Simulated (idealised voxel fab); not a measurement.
You're looking at the process module voxel self aligned vias.
225 nm wide, 5 nm square cells: that's cross-section cut.
If you're reading a cross-section in this doc, picture square cells in a grid; it comes to you as bands, top ones listed first down to the bottom, and a band can be one or more rows of cells.
Heights first: top, then bottom, in nm. Then materials, left to right, each with a width in nm. "full width" on a single material: fills the band edge to edge. "empty": empty space.
Where do heights start? At 0: under that level the wafer as delivered is made of one material only. And the lowest band has no floor; it just carries on downward, as in "0 nm and below".
The notation "30 to 40" denotes a width that varies across the rows of cells in the band, beginning at the first number in the top row, finishing at the second number in the bottom row, and changing by an identical amount from each row to the next.
The cross-section has no changed cell in any step marked "identical to before".
The entry titled "Voids, sealed" provides the empty spaces that have no open way to the top, restricted to those of 8 cells or more. Each is presented as width x height at distance, the distance being measured from the left edge, with all three in nm.
That trailing text on a step's line, after the settings, is the simulator's own remark on the step.
"overlay nm", when on a step's line for a step with a mask, measures how far to the right of its planned place the mask lay; a negative measure means to the left.

THE PLANNED PROCESS STEPS ARE ENUMERATED HEREUNDER
1) op RECEIVE | material Si
2) op CONFORMAL_DEP | material SiO2 | thk nm 15
3) op CONFORMAL_DEP | material SiCN | thk nm 5
4) op DIRECTIONAL_DEP | material SiO2 | thk nm 25
5) op DIRECTIONAL_DEP | material aC | thk nm 10
6) op PATTERN | tone open | mask id LINES | material resist | width nm 30 | pitch nm 55 | thk nm 25 | overlay nm 0
7) op DIRECTIONAL_ETCH | etch materials aC | depth nm 10
8) op STRIP | etch materials resist
9) op DIRECTIONAL_ETCH | etch materials SiO2 | depth nm 25
10) op STRIP | etch materials aC
11) op CONFORMAL_DEP | material TiN | thk nm 5
12) op FILL_DEP | material Ru | thk nm 10
13) op CMP | height nm 45
14) op SELECTIVE_ETCH | etch materials W Ru TiN | depth nm 10
15) op FILL_DEP | material SiN | thk nm 10
16) op CMP | height nm 45
17) op DIRECTIONAL_DEP | material SiO2 | thk nm 15
18) op DIRECTIONAL_DEP | material aC | thk nm 15
19) op PATTERN | tone open | mask id VIAS | material resist | width nm 40 | thk nm 35 | overlay nm 0
20) op DIRECTIONAL_ETCH | etch materials aC | depth nm 15
21) op STRIP | etch materials resist
22) op DIRECTIONAL_ETCH | etch materials SiO2 | depth nm 15
23) op DIRECTIONAL_ETCH | etch materials SiN | depth nm 10
24) op STRIP | etch materials aC
25) op CONFORMAL_DEP | material TiN | thk nm 5
26) op FILL_DEP | material Ru | thk nm 10
27) op CMP | height nm 60
28) op CONFORMAL_DEP | material SiN | thk nm 5

DELIVERED WAFER IN CROSS-SECTION: STATE AFTER STEP 1
0 nm and below | Si full width
Voids, sealed: none

CROSS-SECTIONAL VIEW OF THE FIRST OF THE TWO WAFERS UPON COMPLETION OF THE MODULE, PROCESSED IN ACCORDANCE WITH THE PLAN
65 nm to 60 nm | SiN full width
60 nm to 50 nm | SiO2 (65), then TiN (5), then Ru (30), then TiN (5), then SiO2 (120)
50 nm to 45 nm | SiO2 (65), then TiN (10), then Ru (20), then TiN (10), then SiO2 (120)
45 nm to 40 nm | SiO2 (70), then TiN (5), then Ru (20), then TiN (5), then SiO2 (25), then SiN (30), then SiO2 (70)
40 nm to 35 nm | SiO2 (70), then TiN (30), then SiO2 (25), then SiN (30), then SiO2 (70)
35 nm to 25 nm | SiO2 (70), then TiN (5), then Ru (20), then TiN (5), then SiO2 (25), then TiN (5), then Ru (20), then TiN (5), then SiO2 (70)
25 nm to 20 nm | SiO2 (70), then TiN (30), then SiO2 (25), then TiN (30), then SiO2 (70)
20 nm to 15 nm | SiCN full width
15 nm to 0 nm | SiO2 full width
0 nm and below | Si full width
Voids, sealed: none

THIS CROSS-SECTION BELONGS TO THE SECOND WAFER OF TWO AT THE END OF THE MODULE; THE START AND THE PLAN WERE SHARED WITH THE FIRST, AND THE RUN INCLUDED ONE MISTAKE
65 nm to 60 nm | SiN full width
60 nm to 50 nm | SiO2 (65), then TiN (5), then Ru (30), then TiN (5), then SiO2 (120)
50 nm to 45 nm | SiO2 (65), then TiN (40), then SiO2 (120)
45 nm to 40 nm | SiCN full width
40 nm to 0 nm | SiO2 full width
0 nm and below | Si full width
Voids, sealed: none
It is concluded that the wafer was processed incorrectly with respect to the plan, in that the executed order of steps 3 and 4 is the reverse of that specified in the plan, each step having taken the other's position
Materials where the second wafer ends with more or fewer cells than the first: 24 fewer of Ru | 12 fewer of SiN | 60 more of SiO2 | 24 fewer of TiN
